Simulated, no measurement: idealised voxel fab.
Process module heading - voxel transistor to metal
The cross-section shown here is cut; it is 180 nm wide and divided into square cells measuring 5 nm on a side.
For the purposes of this document, a cross-section shall be understood as a grid of square cells, specified as bands listed in top-to-bottom order, each band consisting of one or more rows of cells.
The band entry comprises the height of the band's top followed by the height of its bottom, expressed in nm, and subsequently the band's materials from left to right, each stated together with its width in nm. Where a single material is marked with the word "throughout", that material fills the band from edge to edge. The word "empty" represents empty space.
Convention: height 0 is the level below which the wafer, as received, is all one material. The lowest band does not terminate at the bottom but continues downward, represented as "0 down".
The notation "30..40" denotes a width that varies across the rows of cells in the band, beginning at the first number in the top row, finishing at the second number in the bottom row, and changing by an identical amount from each row to the next.
Basically "remained unchanged" means that step didn't change any cell in the cross-section.
Basically, "Unvented voids" tells you about the enclosed voids: empty spaces with no open way to the top, 8 cells or bigger, each written width x height at distance, where distance is from the left edge, all in nm.
If you see something after the settings on a step's line, that's the simulator's own remark about that step.
You can add "overlay nm" to a step's line. For a step with a mask, it describes how far the mask lay to the right of its planned position, and a negative number describes a lay to the left.
Guide to the pairs. Each holds a before and an after cross-section around one process step; the after cross-section is cut off at the lowest band that changed. Look under the pair for the step between them and its settings. Pairs can come from different runs of this module on the same starting wafer, so a pair follows on from the one above it only where its entry headed "Structure before processing" says it does.

**Structure before processing**
* 25 to 20: 65 nm empty / 10 nm SiN / 5 nm empty / 15 nm SiCN / 5 nm empty / 10 nm SiN / 70 nm empty
* 20 to 15: 65 nm empty / 10 nm SiN / 5 nm SiO2 / 15 nm SiCN / 5 nm SiO2 / 10 nm SiN / 70 nm empty
* 15 to 10: 65 nm empty / 10 nm SiN / 5 nm SiO2 / 15 nm polySi / 5 nm SiO2 / 10 nm SiN / 70 nm empty
* 10 to 0: 50 nm empty / 15 nm nSi / 10 nm SiN / 5 nm SiO2 / 15 nm polySi / 5 nm SiO2 / 10 nm SiN / 35 nm nSi / 35 nm empty
* 0 to -5: 50 nm empty / 10 nm SiN / 5 nm nSi / 10 nm SiN / 5 nm SiO2 / 15 nm polySi / 5 nm SiO2 / 10 nm SiN / 25 nm nSi / 10 nm SiN / 35 nm empty
* -5 to -10: 60 nm SiO2 / 5 nm nSi / 45 nm SiO2 / 25 nm nSi / 45 nm SiO2
* -10 to -25: 55 nm SiO2 / 5 nm Si / 5 nm nSi / 45 nm Si / 25 nm nSi / 5 nm Si / 40 nm SiO2
* -25 to -35: 55 nm SiO2 / 85 nm Si / 40 nm SiO2
* -35 down: Si throughout
* Unvented voids: none

**Cross-Section Thereafter**
* 30 to 25: SiO2 throughout
* 25 to 15: 65 nm SiO2 / 10 nm SiN / 5 nm SiO2 / 15 nm SiCN / 5 nm SiO2 / 10 nm SiN / 70 nm SiO2
* 15 to 10: 65 nm SiO2 / 10 nm SiN / 5 nm SiO2 / 15 nm polySi / 5 nm SiO2 / 10 nm SiN / 70 nm SiO2
* 10 to 0: 50 nm SiO2 / 15 nm nSi / 10 nm SiN / 5 nm SiO2 / 15 nm polySi / 5 nm SiO2 / 10 nm SiN / 35 nm nSi / 35 nm SiO2
* 0 to -5: 50 nm SiO2 / 10 nm SiN / 5 nm nSi / 10 nm SiN / 5 nm SiO2 / 15 nm polySi / 5 nm SiO2 / 10 nm SiN / 25 nm nSi / 10 nm SiN / 35 nm SiO2
* Nothing below the height -5 has changed.
* Unvented voids: none
What is the step between the two cross-sections above? FILL_DEP with material SiO2, thk nm 5

Structure before processing: check the pair just above; its after cross-section is our before state.

**Cross-Section Thereafter**
* 25 to 15: 65 nm SiO2 / 10 nm SiN / 5 nm SiO2 / 15 nm SiCN / 5 nm SiO2 / 10 nm SiN / 70 nm SiO2
* Nothing below the height 15 has changed.
* Unvented voids: none
What is the step between the two cross-sections above? CMP with height nm 25

Structure before processing: check the pair just above; its after cross-section is our before state.

**Cross-Section Thereafter**
* 35 to 25: SiO2 throughout
* Nothing below the height 25 has changed.
* Unvented voids: none
What is the step between the two cross-sections above? DIRECTIONAL_DEP with material SiO2, thk nm 10

Structure before processing: check the pair just above; its after cross-section is our before state.

**Cross-Section Thereafter**
* 50 to 35: 50 nm resist / 25 nm empty / 25 nm resist / 25 nm empty / 55 nm resist
* Nothing below the height 35 has changed.
* Unvented voids: none
What is the step between the two cross-sections above? PATTERN with tone open, mask id CONTACT, material resist, width nm 25, pitch nm 50, thk nm 15, overlay nm 0

Structure before processing: check the pair just above; its after cross-section is our before state.

**Cross-Section Thereafter**
* 50 to 35: 50 nm resist / 25 nm empty / 25 nm resist / 25 nm empty / 55 nm resist
* 35 to 25: 50 nm SiO2 / 25 nm empty / 25 nm SiO2 / 25 nm empty / 55 nm SiO2
* 25 to 15: 50 nm SiO2 / 15 nm empty / 10 nm SiN / 5 nm SiO2 / 15 nm SiCN / 5 nm SiO2 / 10 nm SiN / 15 nm empty / 55 nm SiO2
* 15 to 10: 50 nm SiO2 / 15 nm empty / 10 nm SiN / 5 nm SiO2 / 15 nm polySi / 5 nm SiO2 / 10 nm SiN / 15 nm empty / 55 nm SiO2
* Nothing below the height 10 has changed.
* Unvented voids: none
What is the step between the two cross-sections above? DIRECTIONAL_ETCH with etch materials SiO2, depth nm 25

Structure before processing: check the pair just above; its after cross-section is our before state.

**Cross-Section Thereafter**
* 35 to 25: 50 nm SiO2 / 25 nm empty / 25 nm SiO2 / 25 nm empty / 55 nm SiO2
* Nothing below the height 25 has changed.
* Unvented voids: none
What is the step between the two cross-sections above? STRIP with etch materials resist

Structure before processing: check the pair just above; its after cross-section is our before state.

**Cross-Section Thereafter**
* 40 to 35: 55 nm TiN / 15 nm empty / 35 nm TiN / 15 nm empty / 60 nm TiN
* 35 to 25: 50 nm SiO2 / 5 nm TiN / 15..5 nm empty / 5..15 nm TiN / 25 nm SiO2 / 5..15 nm TiN / 15..5 nm empty / 5 nm TiN / 55 nm SiO2
* 25 to 15: 50 nm SiO2 / 5 nm TiN / 5 nm empty / 5 nm TiN / 10 nm SiN / 5 nm SiO2 / 15 nm SiCN / 5 nm SiO2 / 10 nm SiN / 5 nm TiN / 5 nm empty / 5 nm TiN / 55 nm SiO2
* 15 to 10: 50 nm SiO2 / 15 nm TiN / 10 nm SiN / 5 nm SiO2 / 15 nm polySi / 5 nm SiO2 / 10 nm SiN / 15 nm TiN / 55 nm SiO2
* Nothing below the height 10 has changed.
* Unvented voids: none
What is the step between the two cross-sections above? CONFORMAL_DEP with material TiN, thk nm 5

Structure before processing: check the pair just above; its after cross-section is our before state.

**Cross-Section Thereafter**
* 45 to 40: Ru throughout
* 40 to 35: 55 nm TiN / 15 nm Ru / 35 nm TiN / 15 nm Ru / 60 nm TiN
* 35 to 25: 50 nm SiO2 / 5 nm TiN / 15..5 nm Ru / 5..15 nm TiN / 25 nm SiO2 / 5..15 nm TiN / 15..5 nm Ru / 5 nm TiN / 55 nm SiO2
* 25 to 15: 50 nm SiO2 / 5 nm TiN / 5 nm Ru / 5 nm TiN / 10 nm SiN / 5 nm SiO2 / 15 nm SiCN / 5 nm SiO2 / 10 nm SiN / 5 nm TiN / 5 nm Ru / 5 nm TiN / 55 nm SiO2
* Nothing below the height 15 has changed.
* Unvented voids: none
What is the step between the two cross-sections above? FILL_DEP with material Ru, thk nm 5

Structure before processing: check the pair just above; its after cross-section is our before state.

**Cross-Section Thereafter**
* 35 to 25: 50 nm SiO2 / 5 nm TiN / 15..5 nm Ru / 5..15 nm TiN / 25 nm SiO2 / 5..15 nm TiN / 15..5 nm Ru / 5 nm TiN / 55 nm SiO2
* Nothing below the height 25 has changed.
* Unvented voids: none
What is the step between the two cross-sections above? CMP with height nm 35

Structure before processing: check the pair just above; its after cross-section is our before state.

**Cross-Section Thereafter**
* 40 to 35: SiN throughout
* Nothing below the height 35 has changed.
* Unvented voids: none
What is the step between the two cross-sections above? CONFORMAL_DEP with material SiN, thk nm 5

Structure before processing: check the pair just above; its after cross-section is our before state.

**Cross-Section Thereafter**
* 60 to 40: lowk throughout
* Nothing below the height 40 has changed.
* Unvented voids: none
What is the step between the two cross-sections above? DIRECTIONAL_DEP with material lowk, thk nm 20

Structure before processing: check the pair just above; its after cross-section is our before state.

**Cross-Section Thereafter**
* 80 to 60: 50 nm resist / 15 nm empty / 45 nm resist / 15 nm empty / 55 nm resist
* Nothing below the height 60 has changed.
* Unvented voids: none
What is the step between the two cross-sections above? PATTERN with tone open, mask id METAL_1, material resist, width nm 15, pitch nm 60, thk nm 20, overlay nm 0

Structure before processing: check the pair just above; its after cross-section is our before state.

**Cross-Section Thereafter**
* 80 to 60: 50 nm resist / 15 nm empty / 45 nm resist / 15 nm empty / 55 nm resist
* 60 to 40: 50 nm lowk / 15 nm empty / 45 nm lowk / 15 nm empty / 55 nm lowk
* Nothing below the height 40 has changed.
* Unvented voids: none
What is the step between the two cross-sections above? DIRECTIONAL_ETCH with etch materials lowk, depth nm 20

Structure before processing: check the pair just above; its after cross-section is our before state.

**Cross-Section Thereafter**
* 80 to 60: 50 nm resist / 15 nm empty / 45 nm resist / 15 nm empty / 55 nm resist
* 60 to 40: 50 nm lowk / 15 nm empty / 45 nm lowk / 15 nm empty / 55 nm lowk
* 40 to 35: 50 nm SiN / 15 nm empty / 45 nm SiN / 15 nm empty / 55 nm SiN
* Nothing below the height 35 has changed.
* Unvented voids: none
What is the step between the two cross-sections above? DIRECTIONAL_ETCH with etch materials SiN, depth nm 5

Structure before processing: check the pair just above; its after cross-section is our before state.

**Cross-Section Thereafter**
* 60 to 40: 50 nm lowk / 15 nm empty / 45 nm lowk / 15 nm empty / 55 nm lowk
* Nothing below the height 40 has changed.
* Unvented voids: none
What is the step between the two cross-sections above? STRIP with etch materials resist

Structure before processing: check the pair just above; its after cross-section is our before state.

**Cross-Section Thereafter**
* 65 to 60: 55 nm TiN / 5 nm empty / 55 nm TiN / 5 nm empty / 60 nm TiN
* 60 to 40: 50 nm lowk / 5 nm TiN / 5 nm empty / 5 nm TiN / 45 nm lowk / 5 nm TiN / 5 nm empty / 5 nm TiN / 55 nm lowk
* 40 to 35: 50 nm SiN / 15 nm TiN / 45 nm SiN / 15 nm TiN / 55 nm SiN
* Nothing below the height 35 has changed.
* Unvented voids: none
What is the step between the two cross-sections above? CONFORMAL_DEP with material TiN, thk nm 5

Structure before processing: check the pair just above; its after cross-section is our before state.

**Cross-Section Thereafter**
* 70 to 65: W throughout
* 65 to 60: 55 nm TiN / 5 nm W / 55 nm TiN / 5 nm W / 60 nm TiN
* 60 to 40: 50 nm lowk / 5 nm TiN / 5 nm W / 5 nm TiN / 45 nm lowk / 5 nm TiN / 5 nm W / 5 nm TiN / 55 nm lowk
* Nothing below the height 40 has changed.
* Unvented voids: none
What is the step between the two cross-sections above? FILL_DEP with material W, thk nm 5

Structure before processing: check the pair just above; its after cross-section is our before state.

**Cross-Section Thereafter**
* 60 to 40: 50 nm lowk / 5 nm TiN / 5 nm W / 5 nm TiN / 45 nm lowk / 5 nm TiN / 5 nm W / 5 nm TiN / 55 nm lowk
* Nothing below the height 40 has changed.
* Unvented voids: none
What is the step between the two cross-sections above? CMP with height nm 60

Structure before processing: check the pair just above; its after cross-section is our before state.

**Cross-Section Thereafter**
* 65 to 60: SiCN throughout
* Nothing below the height 60 has changed.
* Unvented voids: none
What is the step between the two cross-sections above? CONFORMAL_DEP with material SiCN, thk nm 5

**Structure before processing**
* 40 to 35: SiN throughout
* 35 to 25: 50 nm SiO2 / 5 nm TiN / 15..5 nm Ru / 5..15 nm TiN / 25 nm SiO2 / 5..15 nm TiN / 15..5 nm Ru / 5 nm TiN / 55 nm SiO2
* 25 to 15: 50 nm SiO2 / 5 nm TiN / 5 nm Ru / 5 nm TiN / 10 nm SiN / 5 nm SiO2 / 15 nm SiCN / 5 nm SiO2 / 10 nm SiN / 5 nm TiN / 5 nm Ru / 5 nm TiN / 55 nm SiO2
* 15 to 10: 50 nm SiO2 / 15 nm TiN / 10 nm SiN / 5 nm SiO2 / 15 nm polySi / 5 nm SiO2 / 10 nm SiN / 15 nm TiN / 55 nm SiO2
* 10 to 0: 40 nm SiO2 / 25 nm nSi / 10 nm SiN / 5 nm SiO2 / 15 nm polySi / 5 nm SiO2 / 10 nm SiN / 25 nm nSi / 45 nm SiO2
* 0 to -5: 40 nm SiO2 / 10 nm SiN / 15 nm nSi / 10 nm SiN / 5 nm SiO2 / 15 nm polySi / 5 nm SiO2 / 10 nm SiN / 15 nm nSi / 10 nm SiN / 45 nm SiO2
* -5 to -10: 50 nm SiO2 / 15 nm nSi / 45 nm SiO2 / 15 nm nSi / 55 nm SiO2
* -10 to -25: 45 nm SiO2 / 5 nm Si / 15 nm nSi / 45 nm Si / 15 nm nSi / 5 nm Si / 50 nm SiO2
* -25 to -35: 45 nm SiO2 / 85 nm Si / 50 nm SiO2
* -35 down: Si throughout
* Unvented voids: none

**Cross-Section Thereafter**
* 60 to 40: W throughout
* Nothing below the height 40 has changed.
* Unvented voids: none
What is the step between the two cross-sections above? DIRECTIONAL_DEP with material W, thk nm 20

Structure before processing: check the pair just above; its after cross-section is our before state.

**Cross-Section Thereafter**
* 80 to 60: 50 nm resist / 15 nm empty / 45 nm resist / 15 nm empty / 55 nm resist
* Nothing below the height 60 has changed.
* Unvented voids: none
What is the step between the two cross-sections above? PATTERN with tone open, mask id METAL_1, material resist, width nm 15, pitch nm 60, thk nm 20, overlay nm 0

Structure before processing: check the pair just above; its after cross-section is our before state.

**Cross-Section Thereafter**
* 60 to 40: W throughout
* Nothing below the height 40 has changed.
* Unvented voids: none
What is the step between the two cross-sections above? STRIP with etch materials resist

Structure before processing: check the pair just above; its after cross-section is our before state.

**Cross-Section Thereafter**
* 65 to 60: TiN throughout
* Nothing below the height 60 has changed.
* Unvented voids: none
What is the step between the two cross-sections above? CONFORMAL_DEP with material TiN, thk nm 5

Structure before processing: check the pair just above; its after cross-section is our before state.

**Cross-Section Thereafter**
* 70 to 65: W throughout
* Nothing below the height 65 has changed.
* Unvented voids: none
What is the step between the two cross-sections above? FILL_DEP with material W, thk nm 5

Structure before processing: check the pair just above; its after cross-section is our before state.

**Cross-Section Thereafter**
* 60 to 40: W throughout
* Nothing below the height 40 has changed.
* Unvented voids: none
What is the step between the two cross-sections above? CMP with height nm 60

Structure before processing: check the pair just above; its after cross-section is our before state.

**Cross-Section Thereafter**
* 65 to 60: SiCN throughout
* Nothing below the height 60 has changed.
* Unvented voids: none
What is the step between the two cross-sections above? CONFORMAL_DEP with material SiCN, thk nm 5

**Structure before processing**
* 35 to 25: SiO2 throughout
* 25 to 15: 65 nm SiO2 / 10 nm SiN / 5 nm SiO2 / 15 nm SiCN / 5 nm SiO2 / 10 nm SiN / 70 nm SiO2
* 15 to 10: 65 nm SiO2 / 10 nm SiN / 5 nm SiO2 / 15 nm polySi / 5 nm SiO2 / 10 nm SiN / 70 nm SiO2
* 10 to 0: 40 nm SiO2 / 25 nm nSi / 10 nm SiN / 5 nm SiO2 / 15 nm polySi / 5 nm SiO2 / 10 nm SiN / 25 nm nSi / 45 nm SiO2
* 0 to -5: 40 nm SiO2 / 10 nm SiN / 15 nm nSi / 10 nm SiN / 5 nm SiO2 / 15 nm polySi / 5 nm SiO2 / 10 nm SiN / 15 nm nSi / 10 nm SiN / 45 nm SiO2
* -5 to -10: 50 nm SiO2 / 15 nm nSi / 45 nm SiO2 / 15 nm nSi / 55 nm SiO2
* -10 to -25: 45 nm SiO2 / 5 nm Si / 15 nm nSi / 45 nm Si / 15 nm nSi / 5 nm Si / 50 nm SiO2
* -25 to -35: 45 nm SiO2 / 85 nm Si / 50 nm SiO2
* -35 down: Si throughout
* Unvented voids: none

**Cross-Section Thereafter**
* 50 to 35: 50 nm empty / 25 nm resist / 25 nm empty / 25 nm resist / 55 nm empty
* Nothing below the height 35 has changed.
* Unvented voids: none
What is the step between the two cross-sections above? PATTERN with tone cover, mask id CONTACT, material resist, width nm 25, pitch nm 50, thk nm 15, overlay nm 0

Structure before processing: check the pair just above; its after cross-section is our before state.

**Cross-Section Thereafter**
* 50 to 35: 50 nm empty / 25 nm resist / 25 nm empty / 25 nm resist / 55 nm empty
* 35 to 25: 50 nm empty / 25 nm SiO2 / 25 nm empty / 25 nm SiO2 / 55 nm empty
* 25 to 15: 50 nm empty / 15 nm SiO2 / 10 nm SiN / 5 nm empty / 15 nm SiCN / 5 nm empty / 10 nm SiN / 15 nm SiO2 / 55 nm empty
* 15 to 10: 50 nm empty / 15 nm SiO2 / 10 nm SiN / 5 nm empty / 15 nm polySi / 5 nm empty / 10 nm SiN / 15 nm SiO2 / 55 nm empty
* Nothing below the height 10 has changed.
* Unvented voids: none
What is the step between the two cross-sections above? DIRECTIONAL_ETCH with etch materials SiO2, depth nm 25

Structure before processing: check the pair just above; its after cross-section is our before state.

**Cross-Section Thereafter**
* 35 to 25: 50 nm empty / 25 nm SiO2 / 25 nm empty / 25 nm SiO2 / 55 nm empty
* Nothing below the height 25 has changed.
* Unvented voids: none
What is the step between the two cross-sections above? STRIP with etch materials resist

Structure before processing: check the pair just above; its after cross-section is our before state.

**Cross-Section Thereafter**
* 40 to 35: 45 nm empty / 35 nm TiN / 15 nm empty / 35 nm TiN / 50 nm empty
* 35 to 30: 45 nm empty / 5 nm TiN / 25 nm SiO2 / 5 nm TiN / 15 nm empty / 5 nm TiN / 25 nm SiO2 / 5 nm TiN / 50 nm empty
* 30 to 25: 45 nm empty / 5 nm TiN / 25 nm SiO2 / 25 nm TiN / 25 nm SiO2 / 5 nm TiN / 50 nm empty
* 25 to 15: 45 nm empty / 5 nm TiN / 15 nm SiO2 / 10 nm SiN / 5 nm TiN / 15 nm SiCN / 5 nm TiN / 10 nm SiN / 15 nm SiO2 / 5 nm TiN / 50 nm empty
* 15 to 10: 50 nm TiN / 15 nm SiO2 / 10 nm SiN / 5 nm TiN / 15 nm polySi / 5 nm TiN / 10 nm SiN / 15 nm SiO2 / 55 nm TiN
* Nothing below the height 10 has changed.
* Unvented voids: none
What is the step between the two cross-sections above? CONFORMAL_DEP with material TiN, thk nm 5

Structure before processing: check the pair just above; its after cross-section is our before state.

**Cross-Section Thereafter**
* 45 to 40: Ru throughout
* 40 to 35: 45 nm Ru / 35 nm TiN / 15 nm Ru / 35 nm TiN / 50 nm Ru
* 35 to 30: 45 nm Ru / 5 nm TiN / 25 nm SiO2 / 5 nm TiN / 15 nm Ru / 5 nm TiN / 25 nm SiO2 / 5 nm TiN / 50 nm Ru
* 30 to 25: 45 nm Ru / 5 nm TiN / 25 nm SiO2 / 25 nm TiN / 25 nm SiO2 / 5 nm TiN / 50 nm Ru
* 25 to 15: 45 nm Ru / 5 nm TiN / 15 nm SiO2 / 10 nm SiN / 5 nm TiN / 15 nm SiCN / 5 nm TiN / 10 nm SiN / 15 nm SiO2 / 5 nm TiN / 50 nm Ru
* Nothing below the height 15 has changed.
* Unvented voids: none
What is the step between the two cross-sections above? FILL_DEP with material Ru, thk nm 5

Structure before processing: check the pair just above; its after cross-section is our before state.

**Cross-Section Thereafter**
* 35 to 30: 45 nm Ru / 5 nm TiN / 25 nm SiO2 / 5 nm TiN / 15 nm Ru / 5 nm TiN / 25 nm SiO2 / 5 nm TiN / 50 nm Ru
* Nothing below the height 30 has changed.
* Unvented voids: none
What is the step between the two cross-sections above? CMP with height nm 35

Structure before processing: check the pair just above; its after cross-section is our before state.

**Cross-Section Thereafter**
* 40 to 35: SiN throughout
* Nothing below the height 35 has changed.
* Unvented voids: none
What is the step between the two cross-sections above? CONFORMAL_DEP with material SiN, thk nm 5

Structure before processing: check the pair just above; its after cross-section is our before state.

**Cross-Section Thereafter**
* 60 to 40: lowk throughout
* Nothing below the height 40 has changed.
* Unvented voids: none
What is the step between the two cross-sections above? DIRECTIONAL_DEP with material lowk, thk nm 20

Structure before processing: check the pair just above; its after cross-section is our before state.

**Cross-Section Thereafter**
* 80 to 60: 50 nm resist / 15 nm empty / 45 nm resist / 15 nm empty / 55 nm resist
* Nothing below the height 60 has changed.
* Unvented voids: none
What is the step between the two cross-sections above? PATTERN with tone open, mask id METAL_1, material resist, width nm 15, pitch nm 60, thk nm 20, overlay nm 0

Structure before processing: check the pair just above; its after cross-section is our before state.

**Cross-Section Thereafter**
* 80 to 60: 50 nm resist / 15 nm empty / 45 nm resist / 15 nm empty / 55 nm resist
* 60 to 40: 50 nm lowk / 15 nm empty / 45 nm lowk / 15 nm empty / 55 nm lowk
* Nothing below the height 40 has changed.
* Unvented voids: none
What is the step between the two cross-sections above? DIRECTIONAL_ETCH with etch materials lowk, depth nm 20

Structure before processing: check the pair just above; its after cross-section is our before state.

**Cross-Section Thereafter**
* 80 to 60: 50 nm resist / 15 nm empty / 45 nm resist / 15 nm empty / 55 nm resist
* 60 to 40: 50 nm lowk / 15 nm empty / 45 nm lowk / 15 nm empty / 55 nm lowk
* 40 to 35: 50 nm SiN / 15 nm empty / 45 nm SiN / 15 nm empty / 55 nm SiN
* Nothing below the height 35 has changed.
* Unvented voids: none
What is the step between the two cross-sections above? DIRECTIONAL_ETCH with etch materials SiN, depth nm 5

Structure before processing: check the pair just above; its after cross-section is our before state.

**Cross-Section Thereafter**
* 60 to 40: 50 nm lowk / 15 nm empty / 45 nm lowk / 15 nm empty / 55 nm lowk
* Nothing below the height 40 has changed.
* Unvented voids: none
What is the step between the two cross-sections above? STRIP with etch materials resist

Structure before processing: check the pair just above; its after cross-section is our before state.

**Cross-Section Thereafter**
* 65 to 60: 55 nm TiN / 5 nm empty / 55 nm TiN / 5 nm empty / 60 nm TiN
* 60 to 40: 50 nm lowk / 5 nm TiN / 5 nm empty / 5 nm TiN / 45 nm lowk / 5 nm TiN / 5 nm empty / 5 nm TiN / 55 nm lowk
* 40 to 35: 50 nm SiN / 15 nm TiN / 45 nm SiN / 15 nm TiN / 55 nm SiN
* Nothing below the height 35 has changed.
* Unvented voids: none
What is the step between the two cross-sections above? CONFORMAL_DEP with material TiN, thk nm 5

Structure before processing: check the pair just above; its after cross-section is our before state.

**Cross-Section Thereafter**
* 70 to 65: W throughout
* 65 to 60: 55 nm TiN / 5 nm W / 55 nm TiN / 5 nm W / 60 nm TiN
* 60 to 40: 50 nm lowk / 5 nm TiN / 5 nm W / 5 nm TiN / 45 nm lowk / 5 nm TiN / 5 nm W / 5 nm TiN / 55 nm lowk
* Nothing below the height 40 has changed.
* Unvented voids: none
What is the step between the two cross-sections above? FILL_DEP with material W, thk nm 5

Structure before processing: check the pair just above; its after cross-section is our before state.

**Cross-Section Thereafter**
* 60 to 40: 50 nm lowk / 5 nm TiN / 5 nm W / 5 nm TiN / 45 nm lowk / 5 nm TiN / 5 nm W / 5 nm TiN / 55 nm lowk
* Nothing below the height 40 has changed.
* Unvented voids: none
What is the step between the two cross-sections above? CMP with height nm 60

Structure before processing: check the pair just above; its after cross-section is our before state.

**Cross-Section Thereafter**
* 65 to 60: SiCN throughout
* Nothing below the height 60 has changed.
* Unvented voids: none
What is the step between the two cross-sections above? CONFORMAL_DEP with material SiCN, thk nm 5
